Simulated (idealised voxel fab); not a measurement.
process module | voxel wiring stack
cross-section cut | 240 nm wide | cells 5 nm
A cross-section is a grid of square cells, given in bands from the top down. A band is one or more rows of cells.
Each band's line starts with the height of the band's top and of its bottom, in nm. Then come its materials from left to right, each with its width in nm. One material with "throughout" fills the band from edge to edge. "air" is empty space.
Height 0 is the level under which the wafer as received is all one material. The lowest band goes on downwards, as in "0 down".
A width such as "30 to 40" changes by the same amount from each row of cells to the next, from the band's top row to its bottom row.
"no change" after a step means that no cell of the cross-section changed.
closed voids: empty space of 8 cells or more with no open way to the top, each as width x height at its distance from the left edge, in nm
after a step's settings: what the simulator itself notes on the step
overlay nm, on a step with a mask: how far to the right of its planned place the mask lay; to the left if negative
plan
1 op RECEIVE | material Si
2 op CONFORMAL_DEP | material SiO2 | thk nm 15
3 op CONFORMAL_DEP | material SiN | thk nm 5
4 op DIRECTIONAL_DEP | material lowk | thk nm 20
5 op MASKED_ETCH | tone open | mask id METAL_1 | width nm 30 | pitch nm 50 | etch materials lowk | depth nm 20 | overlay nm 0
6 op MASKED_ETCH | tone open | mask id METAL_1 | width nm 30 | pitch nm 50 | etch materials SiN | depth nm 5 | overlay nm 0
7 op CONFORMAL_DEP | material TiN | thk nm 5
8 op FILL_DEP | material Cu | thk nm 5
9 op CMP | height nm 40
10 op CONFORMAL_DEP | material SiCN | thk nm 5
11 op DIRECTIONAL_DEP | material SiO2 | thk nm 35
12 op DIRECTIONAL_DEP | material aC | thk nm 15
13 op PATTERN | tone open | mask id METAL_2 | material resist | width nm 30 | pitch nm 50 | thk nm 35 | overlay nm 0
14 op DIRECTIONAL_ETCH | etch materials aC | depth nm 15
15 op STRIP | etch materials resist
16 op DIRECTIONAL_ETCH | etch materials SiO2 | depth nm 20
17 op STRIP | etch materials aC
18 op MASKED_ETCH | tone open | mask id METAL_2_HOLES | width nm 15 | pitch nm 50 | etch materials SiO2 | depth nm 15 | overlay nm 0
19 op MASKED_ETCH | tone open | mask id METAL_2_HOLES | width nm 15 | pitch nm 50 | etch materials SiCN | depth nm 5 | overlay nm 0
20 op CONFORMAL_DEP | material TiN | thk nm 5
21 op FILL_DEP | material Cu | thk nm 10
22 op CMP | height nm 80
23 op CONFORMAL_DEP | material SiCN | thk nm 5
24 op DIRECTIONAL_DEP | material SiO2 | thk nm 30
25 op DIRECTIONAL_DEP | material aC | thk nm 15
26 op PATTERN | tone open | mask id METAL_3_HOLES | material resist | width nm 15 | thk nm 30 | overlay nm 0
27 op DIRECTIONAL_ETCH | etch materials aC | depth nm 15
28 op STRIP | etch materials resist
29 op DIRECTIONAL_ETCH | etch materials SiO2 | depth nm 30
30 op STRIP | etch materials aC
31 op DIRECTIONAL_DEP | material aC | thk nm 10
32 op PATTERN | tone open | mask id METAL_3 | material resist | width nm 30 | pitch nm 50 | thk nm 25 | overlay nm 0
33 op DIRECTIONAL_ETCH | etch materials aC | depth nm 10
34 op STRIP | etch materials resist
35 op DIRECTIONAL_ETCH | etch materials SiO2 | depth nm 15
36 op DIRECTIONAL_ETCH | etch materials SiCN | depth nm 5
37 op STRIP | etch materials aC
38 op CONFORMAL_DEP | material TiN | thk nm 5
39 op FILL_DEP | material Cu | thk nm 10
40 op CMP | height nm 115
41 op CONFORMAL_DEP | material SiCN | thk nm 5
first wafer, as planned
as received, after step 1
  0 down: Si throughout
  closed voids: none
after step 2
  15 to 0: SiO2 throughout
  below 0: unchanged
after step 3
  20 to 15: SiN throughout
  below 15: unchanged
after step 4
  40 to 20: lowk throughout
  below 20: unchanged
after step 5
  40 to 20: lowk 80 | air 30 | lowk 20 | air 30 | lowk 80
  below 20: unchanged
after step 6
  40 to 20: lowk 80 | air 30 | lowk 20 | air 30 | lowk 80
  20 to 15: SiN 80 | air 30 | SiN 20 | air 30 | SiN 80
  below 15: unchanged
after step 7
  45 to 40: TiN 85 | air 20 | TiN 30 | air 20 | TiN 85
  40 to 20: lowk 80 | TiN 5 | air 20 | TiN 5 | lowk 20 | TiN 5 | air 20 | TiN 5 | lowk 80
  20 to 15: SiN 80 | TiN 30 | SiN 20 | TiN 30 | SiN 80
  below 15: unchanged
after step 8
  50 to 45: Cu throughout
  45 to 40: TiN 85 | Cu 20 | TiN 30 | Cu 20 | TiN 85
  40 to 20: lowk 80 | TiN 5 | Cu 20 | TiN 5 | lowk 20 | TiN 5 | Cu 20 | TiN 5 | lowk 80
  below 20: unchanged
after step 9
  40 to 20: lowk 80 | TiN 5 | Cu 20 | TiN 5 | lowk 20 | TiN 5 | Cu 20 | TiN 5 | lowk 80
  below 20: unchanged
after step 10
  45 to 40: SiCN throughout
  below 40: unchanged
after step 11
  80 to 45: SiO2 throughout
  below 45: unchanged
after step 12
  95 to 80: aC throughout
  below 80: unchanged
after step 13
  130 to 95: resist 80 | air 30 | resist 20 | air 30 | resist 80
  below 95: unchanged
after step 14
  115 to 95: resist 80 | air 30 | resist 20 | air 30 | resist 80
  95 to 80: aC 80 | air 30 | aC 20 | air 30 | aC 80
  below 80: unchanged
after step 15
  95 to 80: aC 80 | air 30 | aC 20 | air 30 | aC 80
  below 80: unchanged
after step 16
  95 to 80: aC 80 | air 30 | aC 20 | air 30 | aC 80
  80 to 60: SiO2 80 | air 30 | SiO2 20 | air 30 | SiO2 80
  below 60: unchanged
after step 17
  80 to 60: SiO2 80 | air 30 | SiO2 20 | air 30 | SiO2 80
  below 60: unchanged
after step 18
  80 to 60: SiO2 80 | air 30 | SiO2 20 | air 30 | SiO2 80
  60 to 45: SiO2 80 | air 15 | SiO2 35 | air 15 | SiO2 95
  below 45: unchanged
after step 19
  80 to 60: SiO2 80 | air 30 | SiO2 20 | air 30 | SiO2 80
  60 to 45: SiO2 80 | air 15 | SiO2 35 | air 15 | SiO2 95
  45 to 40: SiCN 80 | air 15 | SiCN 35 | air 15 | SiCN 95
  below 40: unchanged
after step 20
  85 to 80: TiN 85 | air 20 | TiN 30 | air 20 | TiN 85
  80 to 65: SiO2 80 | TiN 5 | air 20 | TiN 5 | SiO2 20 | TiN 5 | air 20 | TiN 5 | SiO2 80
  65 to 60: SiO2 80 | TiN 5 | air 5 | TiN 20 | SiO2 20 | TiN 5 | air 5 | TiN 20 | SiO2 80
  60 to 45: SiO2 80 | TiN 5 | air 5 | TiN 5 | SiO2 35 | TiN 5 | air 5 | TiN 5 | SiO2 95
  45 to 40: SiCN 80 | TiN 15 | SiCN 35 | TiN 15 | SiCN 95
  below 40: unchanged
after step 21
  95 to 85: Cu throughout
  85 to 80: TiN 85 | Cu 20 | TiN 30 | Cu 20 | TiN 85
  80 to 65: SiO2 80 | TiN 5 | Cu 20 | TiN 5 | SiO2 20 | TiN 5 | Cu 20 | TiN 5 | SiO2 80
  65 to 60: SiO2 80 | TiN 5 | Cu 5 | TiN 20 | SiO2 20 | TiN 5 | Cu 5 | TiN 20 | SiO2 80
  60 to 45: SiO2 80 | TiN 5 | Cu 5 | TiN 5 | SiO2 35 | TiN 5 | Cu 5 | TiN 5 | SiO2 95
  below 45: unchanged
after step 22
  80 to 65: SiO2 80 | TiN 5 | Cu 20 | TiN 5 | SiO2 20 | TiN 5 | Cu 20 | TiN 5 | SiO2 80
  below 65: unchanged
after step 23
  85 to 80: SiCN throughout
  below 80: unchanged
after step 24
  115 to 85: SiO2 throughout
  below 85: unchanged
after step 25
  130 to 115: aC throughout
  below 115: unchanged
after step 26
  160 to 130: resist 80 | air 15 | resist 145
  below 130: unchanged
after step 27
  145 to 130: resist 80 | air 15 | resist 145
  130 to 115: aC 80 | air 15 | aC 145
  below 115: unchanged
after step 28
  130 to 115: aC 80 | air 15 | aC 145
  below 115: unchanged
after step 29
  130 to 115: aC 80 | air 15 | aC 145
  115 to 85: SiO2 80 | air 15 | SiO2 145
  below 85: unchanged
after step 30
  115 to 85: SiO2 80 | air 15 | SiO2 145
  below 85: unchanged
after step 31
  125 to 115: aC 80 | air 15 | aC 145
  115 to 95: SiO2 80 | air 15 | SiO2 145
  95 to 85: SiO2 80 | aC 15 | SiO2 145
  below 85: unchanged
after step 32
  150 to 125: resist 80 | air 30 | resist 20 | air 30 | resist 80
  below 125: unchanged
after step 33
  140 to 125: resist 80 | air 30 | resist 20 | air 30 | resist 80
  125 to 115: aC 80 | air 30 | aC 20 | air 30 | aC 80
  115 to 85: SiO2 80 | air 15 | SiO2 145
  below 85: unchanged
after step 34
  125 to 115: aC 80 | air 30 | aC 20 | air 30 | aC 80
  below 115: unchanged
after step 35
  125 to 115: aC 80 | air 30 | aC 20 | air 30 | aC 80
  115 to 100: SiO2 80 | air 30 | SiO2 20 | air 30 | SiO2 80
  below 100: unchanged
after step 36
  125 to 115: aC 80 | air 30 | aC 20 | air 30 | aC 80
  115 to 100: SiO2 80 | air 30 | SiO2 20 | air 30 | SiO2 80
  100 to 85: SiO2 80 | air 15 | SiO2 145
  85 to 80: SiCN 80 | air 15 | SiCN 145
  below 80: unchanged
after step 37
  115 to 100: SiO2 80 | air 30 | SiO2 20 | air 30 | SiO2 80
  below 100: unchanged
after step 38
  120 to 115: TiN 85 | air 20 | TiN 30 | air 20 | TiN 85
  115 to 105: SiO2 80 | TiN 5 | air 20 | TiN 5 | SiO2 20 | TiN 5 | air 20 | TiN 5 | SiO2 80
  105 to 100: SiO2 80 | TiN 5 | air 5 | TiN 20 | SiO2 20 | TiN 30 | SiO2 80
  100 to 85: SiO2 80 | TiN 5 | air 5 | TiN 5 | SiO2 145
  85 to 80: SiCN 80 | TiN 15 | SiCN 145
  below 80: unchanged
after step 39
  130 to 120: Cu throughout
  120 to 115: TiN 85 | Cu 20 | TiN 30 | Cu 20 | TiN 85
  115 to 105: SiO2 80 | TiN 5 | Cu 20 | TiN 5 | SiO2 20 | TiN 5 | Cu 20 | TiN 5 | SiO2 80
  105 to 100: SiO2 80 | TiN 5 | Cu 5 | TiN 20 | SiO2 20 | TiN 30 | SiO2 80
  100 to 85: SiO2 80 | TiN 5 | Cu 5 | TiN 5 | SiO2 145
  below 85: unchanged
after step 40
  115 to 105: SiO2 80 | TiN 5 | Cu 20 | TiN 5 | SiO2 20 | TiN 5 | Cu 20 | TiN 5 | SiO2 80
  below 105: unchanged
after step 41
  120 to 115: SiCN throughout
  below 115: unchanged
second wafer: like start, like plan, one mistake. Through step 2 it matches the first wafer
when step 3 should have ended: no change
when step 4 should have ended
  35 to 15: lowk throughout
  below 15: unchanged
when step 5 should have ended
  35 to 15: lowk 80 | air 30 | lowk 20 | air 30 | lowk 80
  below 15: unchanged
when step 6 should have ended: no change
when step 7 should have ended
  40 to 35: TiN 85 | air 20 | TiN 30 | air 20 | TiN 85
  35 to 20: lowk 80 | TiN 5 | air 20 | TiN 5 | lowk 20 | TiN 5 | air 20 | TiN 5 | lowk 80
  20 to 15: lowk 80 | TiN 30 | lowk 20 | TiN 30 | lowk 80
  below 15: unchanged
when step 8 should have ended
  45 to 40: Cu throughout
  40 to 35: TiN 85 | Cu 20 | TiN 30 | Cu 20 | TiN 85
  35 to 20: lowk 80 | TiN 5 | Cu 20 | TiN 5 | lowk 20 | TiN 5 | Cu 20 | TiN 5 | lowk 80
  below 20: unchanged
when step 9 should have ended
  40 to 35: TiN 85 | Cu 20 | TiN 30 | Cu 20 | TiN 85
  below 35: unchanged
when step 10 should have ended
  45 to 40: SiCN throughout
  below 40: unchanged
when step 11 should have ended
  80 to 45: SiO2 throughout
  below 45: unchanged
when step 12 should have ended
  95 to 80: aC throughout
  below 80: unchanged
when step 13 should have ended
  130 to 95: resist 80 | air 30 | resist 20 | air 30 | resist 80
  below 95: unchanged
when step 14 should have ended
  115 to 95: resist 80 | air 30 | resist 20 | air 30 | resist 80
  95 to 80: aC 80 | air 30 | aC 20 | air 30 | aC 80
  below 80: unchanged
when step 15 should have ended
  95 to 80: aC 80 | air 30 | aC 20 | air 30 | aC 80
  below 80: unchanged
when step 16 should have ended
  95 to 80: aC 80 | air 30 | aC 20 | air 30 | aC 80
  80 to 60: SiO2 80 | air 30 | SiO2 20 | air 30 | SiO2 80
  below 60: unchanged
when step 17 should have ended
  80 to 60: SiO2 80 | air 30 | SiO2 20 | air 30 | SiO2 80
  below 60: unchanged
when step 18 should have ended
  80 to 60: SiO2 80 | air 30 | SiO2 20 | air 30 | SiO2 80
  60 to 45: SiO2 80 | air 15 | SiO2 35 | air 15 | SiO2 95
  below 45: unchanged
when step 19 should have ended
  80 to 60: SiO2 80 | air 30 | SiO2 20 | air 30 | SiO2 80
  60 to 45: SiO2 80 | air 15 | SiO2 35 | air 15 | SiO2 95
  45 to 40: SiCN 80 | air 15 | SiCN 35 | air 15 | SiCN 95
  below 40: unchanged
when step 20 should have ended
  85 to 80: TiN 85 | air 20 | TiN 30 | air 20 | TiN 85
  80 to 65: SiO2 80 | TiN 5 | air 20 | TiN 5 | SiO2 20 | TiN 5 | air 20 | TiN 5 | SiO2 80
  65 to 60: SiO2 80 | TiN 5 | air 5 | TiN 20 | SiO2 20 | TiN 5 | air 5 | TiN 20 | SiO2 80
  60 to 45: SiO2 80 | TiN 5 | air 5 | TiN 5 | SiO2 35 | TiN 5 | air 5 | TiN 5 | SiO2 95
  45 to 40: SiCN 80 | TiN 15 | SiCN 35 | TiN 15 | SiCN 95
  below 40: unchanged
when step 21 should have ended
  95 to 85: Cu throughout
  85 to 80: TiN 85 | Cu 20 | TiN 30 | Cu 20 | TiN 85
  80 to 65: SiO2 80 | TiN 5 | Cu 20 | TiN 5 | SiO2 20 | TiN 5 | Cu 20 | TiN 5 | SiO2 80
  65 to 60: SiO2 80 | TiN 5 | Cu 5 | TiN 20 | SiO2 20 | TiN 5 | Cu 5 | TiN 20 | SiO2 80
  60 to 45: SiO2 80 | TiN 5 | Cu 5 | TiN 5 | SiO2 35 | TiN 5 | Cu 5 | TiN 5 | SiO2 95
  below 45: unchanged
when step 22 should have ended
  80 to 65: SiO2 80 | TiN 5 | Cu 20 | TiN 5 | SiO2 20 | TiN 5 | Cu 20 | TiN 5 | SiO2 80
  below 65: unchanged
when step 23 should have ended
  85 to 80: SiCN throughout
  below 80: unchanged
when step 24 should have ended
  115 to 85: SiO2 throughout
  below 85: unchanged
when step 25 should have ended
  130 to 115: aC throughout
  below 115: unchanged
when step 26 should have ended
  160 to 130: resist 80 | air 15 | resist 145
  below 130: unchanged
when step 27 should have ended
  145 to 130: resist 80 | air 15 | resist 145
  130 to 115: aC 80 | air 15 | aC 145
  below 115: unchanged
when step 28 should have ended
  130 to 115: aC 80 | air 15 | aC 145
  below 115: unchanged
when step 29 should have ended
  130 to 115: aC 80 | air 15 | aC 145
  115 to 85: SiO2 80 | air 15 | SiO2 145
  below 85: unchanged
when step 30 should have ended
  115 to 85: SiO2 80 | air 15 | SiO2 145
  below 85: unchanged
when step 31 should have ended
  125 to 115: aC 80 | air 15 | aC 145
  115 to 95: SiO2 80 | air 15 | SiO2 145
  95 to 85: SiO2 80 | aC 15 | SiO2 145
  below 85: unchanged
when step 32 should have ended
  150 to 125: resist 80 | air 30 | resist 20 | air 30 | resist 80
  below 125: unchanged
when step 33 should have ended
  140 to 125: resist 80 | air 30 | resist 20 | air 30 | resist 80
  125 to 115: aC 80 | air 30 | aC 20 | air 30 | aC 80
  115 to 85: SiO2 80 | air 15 | SiO2 145
  below 85: unchanged
when step 34 should have ended
  125 to 115: aC 80 | air 30 | aC 20 | air 30 | aC 80
  below 115: unchanged
when step 35 should have ended
  125 to 115: aC 80 | air 30 | aC 20 | air 30 | aC 80
  115 to 100: SiO2 80 | air 30 | SiO2 20 | air 30 | SiO2 80
  below 100: unchanged
when step 36 should have ended
  125 to 115: aC 80 | air 30 | aC 20 | air 30 | aC 80
  115 to 100: SiO2 80 | air 30 | SiO2 20 | air 30 | SiO2 80
  100 to 85: SiO2 80 | air 15 | SiO2 145
  85 to 80: SiCN 80 | air 15 | SiCN 145
  below 80: unchanged
when step 37 should have ended
  115 to 100: SiO2 80 | air 30 | SiO2 20 | air 30 | SiO2 80
  below 100: unchanged
when step 38 should have ended
  120 to 115: TiN 85 | air 20 | TiN 30 | air 20 | TiN 85
  115 to 105: SiO2 80 | TiN 5 | air 20 | TiN 5 | SiO2 20 | TiN 5 | air 20 | TiN 5 | SiO2 80
  105 to 100: SiO2 80 | TiN 5 | air 5 | TiN 20 | SiO2 20 | TiN 30 | SiO2 80
  100 to 85: SiO2 80 | TiN 5 | air 5 | TiN 5 | SiO2 145
  85 to 80: SiCN 80 | TiN 15 | SiCN 145
  below 80: unchanged
when step 39 should have ended
  130 to 120: Cu throughout
  120 to 115: TiN 85 | Cu 20 | TiN 30 | Cu 20 | TiN 85
  115 to 105: SiO2 80 | TiN 5 | Cu 20 | TiN 5 | SiO2 20 | TiN 5 | Cu 20 | TiN 5 | SiO2 80
  105 to 100: SiO2 80 | TiN 5 | Cu 5 | TiN 20 | SiO2 20 | TiN 30 | SiO2 80
  100 to 85: SiO2 80 | TiN 5 | Cu 5 | TiN 5 | SiO2 145
  below 85: unchanged
when step 40 should have ended
  115 to 105: SiO2 80 | TiN 5 | Cu 20 | TiN 5 | SiO2 20 | TiN 5 | Cu 20 | TiN 5 | SiO2 80
  below 105: unchanged
when step 41 should have ended
  120 to 115: SiCN throughout
  below 115: unchanged
what went wrong: step 3 was left out
at the end the second wafer has, in cells: 36 fewer of SiN | 36 more of TiN
